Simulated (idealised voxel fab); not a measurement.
Herein follows the process module entitled voxel capacitor over wiring.
Shown is cross-section cut, with a width of 225 nm and square cells of size 5 nm.
Notation: cross-section as square-cell grid; stated in bands, top first, going down; one or more cell rows per band. Read a band's entry like this: the first values are the height of its top and the height of its bottom in nm, and what follows is the sequence of materials from left to right, each with its width in nm. Note that "air" is empty space, and that a single material marked "all across" reaches across the band from edge to edge. The level at which height equals 0 is the one under which the wafer, as it arrives, is entirely one material. No lower edge exists for the bottom band, which continues downward and is notated as in "0 nm and below". You'd read "30..40" like this: the band's top row of cells is as wide as the first number, its bottom row is as wide as the second, and going down, every row changes width by the same amount as the row before did. Key: "all unchanged" - step with no changed cell in the cross-section. "Enclosed empty spaces" - sealed voids, min. 8 cells, no opening to top; format: width x height at distance (distance from left edge; nm throughout). That trailing text on a step's line, after the settings, is the simulator's own remark on the step. The setting "overlay nm" may be written on the line of a step. When the step uses a mask, the value reports how far to the right of the planned place the mask lay, and a negative value reports that it lay to the left.
[Process steps (planned)]
1. RECEIVE | material Si
2. CONFORMAL_DEP | material SiO2 | thk nm 15
3. CONFORMAL_DEP | material SiN | thk nm 5
4. DIRECTIONAL_DEP | material SiO2 | thk nm 15
5. DIRECTIONAL_DEP | material aC | thk nm 10
6. PATTERN | tone open | mask id METAL_1 | material resist | width nm 20 | pitch nm 90 | thk nm 25 | overlay nm 0
7. DIRECTIONAL_ETCH | etch materials aC | depth nm 10
8. STRIP | etch materials resist
9. DIRECTIONAL_ETCH | etch materials SiO2 | depth nm 15
10. DIRECTIONAL_ETCH | etch materials SiN | depth nm 5
11. STRIP | etch materials aC
12. CONFORMAL_DEP | material TiN | thk nm 5
13. FILL_DEP | material Cu | thk nm 10
14. CMP | height nm 35
15. EPI | material Ru | thk nm 5
16. FILL_DEP | material SiCN | thk nm 5
17. DIRECTIONAL_DEP | material SiO2 | thk nm 20
18. PATTERN | tone open | mask id PLUG_1 | material resist | width nm 15 | thk nm 15 | overlay nm 0
19. DIRECTIONAL_ETCH | etch materials SiO2 | depth nm 20
20. DIRECTIONAL_ETCH | etch materials SiCN | depth nm 5
21. STRIP | etch materials resist
22. EPI | material Ru | thk nm 10
23. EPI | material Ru | thk nm 10
24. EPI | material Ru | thk nm 5
25. DIRECTIONAL_DEP | material TiN | thk nm 10
26. DIRECTIONAL_DEP | material SiN | thk nm 5
27. DIRECTIONAL_DEP | material TiN | thk nm 5
28. MASKED_ETCH | tone cover | mask id UPPER_PLATE | width nm 75 | etch materials TiN | depth nm 5 | overlay nm 0
29. MASKED_ETCH | tone cover | mask id UPPER_PLATE | width nm 75 | etch materials SiN | depth nm 5 | overlay nm -15
30. PATTERN | tone cover | mask id LOWER_PLATE | material resist | width nm 85 | thk nm 15 | overlay nm 0
31. DIRECTIONAL_ETCH | etch materials TiN | depth nm 10
32. STRIP | etch materials resist
33. FILL_DEP | material SiO2 | thk nm 20
34. CMP | height nm 100
35. MASKED_ETCH | tone open | mask id PLUG_2 | width nm 15 | etch materials SiO2 | depth nm 15 | overlay nm 0
36. CONFORMAL_DEP | material TiN | thk nm 5
37. FILL_DEP | material Cu | thk nm 5
38. CMP | height nm 100
39. CONFORMAL_DEP | material SiCN | thk nm 5
The overlay nm used in step 29 is not the same on every wafer, whereas the starting condition is; the value printed in the plan is the first wafer's.
[Received condition of the first of several wafers, sectioned: post-step 1]
0 nm and below: Si all across
Enclosed empty spaces: none
[Here is how to read the rows: every wafer has a row, and it shows the wafer at the end of the module, giving for each material how many cells were gained (+) or lost (-) since the wafer was received, then listing its closed voids]
overlay nm -15, +14 Cu, +27 Ru, +120 SiCN, +55 SiN, +649 SiO2, +80 TiN, Enclosed empty spaces: none
overlay nm -10, +14 Cu, +27 Ru, +120 SiCN, +54 SiN, +652 SiO2, +78 TiN, Enclosed empty spaces: none
overlay nm -5, +14 Cu, +27 Ru, +120 SiCN, +53 SiN, +655 SiO2, +76 TiN, Enclosed empty spaces: none
overlay nm 0, +14 Cu, +27 Ru, +120 SiCN, +52 SiN, +656 SiO2, +76 TiN, Enclosed empty spaces: none
overlay nm 5, +14 Cu, +27 Ru, +120 SiCN, +53 SiN, +655 SiO2, +76 TiN, Enclosed empty spaces: none
overlay nm 10, +14 Cu, +27 Ru, +120 SiCN, +54 SiN, +652 SiO2, +78 TiN, Enclosed empty spaces: none
overlay nm 15, +14 Cu, +27 Ru, +120 SiCN, +55 SiN, +649 SiO2, +80 TiN, Enclosed empty spaces: none
